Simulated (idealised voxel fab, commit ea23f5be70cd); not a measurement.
Process module in this document: voxel double patterning
Pictured: cross-section cut, 190 nm wide, on a grid of 5 nm square cells.
We lay out every cross-section as a grid of square cells and spell it out in bands from the top down, where one band means one or more rows of cells. First you get the band's top height and its bottom height, in nm, and then the materials it's made of, left to right, with each width in nm. If you see a single material with "full width", that one covers the band edge to edge. "empty" is empty space. Height 0 is the level under which the wafer as received is all one material. The lowest band goes on downwards, as in "0 -> down". The expression "30..40" gives the width at the extremes of the band, the first number at its top row of cells and the second at its bottom row, with the width changing by equal amounts from each row to the next in between. It should be understood that the words "remains unaltered", when stated for a given step, signify that the cross-section underwent no change in any of its cells during that step. The list in "Enclosed void list" covers empty spaces of 8 cells or more that cannot reach the top through any open way, and it gives each as width x height at distance; the distance is from the left edge, and width, height and distance are in nm. Step line, after settings: the simulator's comment on this step. overlay nm: mask right of planned place by this much (step with mask). Neg. = left.
Set out below are the planned steps of the process:
step 1: RECEIVE [material Si]
step 2: CONFORMAL_DEP [material SiO2] [thk nm 5]
step 3: DIRECTIONAL_DEP [material W] [thk nm 15]
step 4: DIRECTIONAL_DEP [material SiN] [thk nm 10]
step 5: MASKED_ETCH [tone open] [mask id FIRST] [width nm 15] [pitch nm 50] [etch materials SiN] [depth nm 10] [overlay nm 0]
step 6: PATTERN [tone open] [mask id SECOND] [material resist] [width nm 15] [thk nm 20] [overlay nm 0]
step 7: DIRECTIONAL_ETCH [etch materials SiN] [depth nm 10]
step 8: STRIP [etch materials resist]
step 9: DIRECTIONAL_ETCH [etch materials W] [depth nm 15]
step 10: STRIP [etch materials SiN]
Run as planned: first of two wafers:
Wafer as received: cross-section following step 1:
  0 -> down = Si full width
  Enclosed void list: none
Step 2 done - wafer cross-section:
  5 -> 0 = SiO2 full width
  Whatever lies below 0 is exactly as it was before.
Step 3 done - wafer cross-section:
  20 -> 5 = W full width
  Whatever lies below 5 is exactly as it was before.
Step 4 done - wafer cross-section:
  30 -> 20 = SiN full width
  Whatever lies below 20 is exactly as it was before.
Step 5 done - wafer cross-section:
  30 -> 20 = SiN 60 / empty 15 / SiN 35 / empty 15 / SiN 65
  Whatever lies below 20 is exactly as it was before.
Step 6 done - wafer cross-section:
  50 -> 30 = resist 85 / empty 15 / resist 90
  30 -> 20 = SiN 60 / resist 15 / SiN 35 / resist 15 / SiN 65
  Whatever lies below 20 is exactly as it was before.
Step 7 done - wafer cross-section:
  50 -> 30 = resist 85 / empty 15 / resist 90
  30 -> 20 = SiN 60 / resist 15 / SiN 10 / empty 15 / SiN 10 / resist 15 / SiN 65
  Whatever lies below 20 is exactly as it was before.
Step 8 done - wafer cross-section:
  30 -> 20 = SiN 60 / empty 15 / SiN 10 / empty 15 / SiN 10 / empty 15 / SiN 65
  Whatever lies below 20 is exactly as it was before.
Step 9 done - wafer cross-section:
  30 -> 20 = SiN 60 / empty 15 / SiN 10 / empty 15 / SiN 10 / empty 15 / SiN 65
  20 -> 5 = W 60 / empty 15 / W 10 / empty 15 / W 10 / empty 15 / W 65
  Whatever lies below 5 is exactly as it was before.
Step 10 done - wafer cross-section:
  20 -> 5 = W 60 / empty 15 / W 10 / empty 15 / W 10 / empty 15 / W 65
  Whatever lies below 5 is exactly as it was before.
Second wafer - shared start and plan with the first - one error in running - same as the first up to step 2 inclusive:
Second wafer, sectioned view, at step 3's planned end time:
  35 -> 5 = W full width
  Whatever lies below 5 is exactly as it was before.
Second wafer, sectioned view, at step 4's planned end time:
  45 -> 35 = SiN full width
  Whatever lies below 35 is exactly as it was before.
Second wafer, sectioned view, at step 5's planned end time:
  45 -> 35 = SiN 60 / empty 15 / SiN 35 / empty 15 / SiN 65
  Whatever lies below 35 is exactly as it was before.
Second wafer, sectioned view, at step 6's planned end time:
  65 -> 45 = resist 85 / empty 15 / resist 90
  45 -> 35 = SiN 60 / resist 15 / SiN 35 / resist 15 / SiN 65
  Whatever lies below 35 is exactly as it was before.
Second wafer, sectioned view, at step 7's planned end time:
  65 -> 45 = resist 85 / empty 15 / resist 90
  45 -> 35 = SiN 60 / resist 15 / SiN 10 / empty 15 / SiN 10 / resist 15 / SiN 65
  Whatever lies below 35 is exactly as it was before.
Second wafer, sectioned view, at step 8's planned end time:
  45 -> 35 = SiN 60 / empty 15 / SiN 10 / empty 15 / SiN 10 / empty 15 / SiN 65
  Whatever lies below 35 is exactly as it was before.
Second wafer, sectioned view, at step 9's planned end time:
  45 -> 35 = SiN 60 / empty 15 / SiN 10 / empty 15 / SiN 10 / empty 15 / SiN 65
  35 -> 20 = W 60 / empty 15 / W 10 / empty 15 / W 10 / empty 15 / W 65
  Whatever lies below 20 is exactly as it was before.
Second wafer, sectioned view, at step 10's planned end time:
  35 -> 20 = W 60 / empty 15 / W 10 / empty 15 / W 10 / empty 15 / W 65
  Whatever lies below 20 is exactly as it was before.
Misprocessing identified: step 3, plan: ran twice
Once processing is complete, comparing cell counts shows that the second wafer has more or fewer of certain materials than the first: W +114
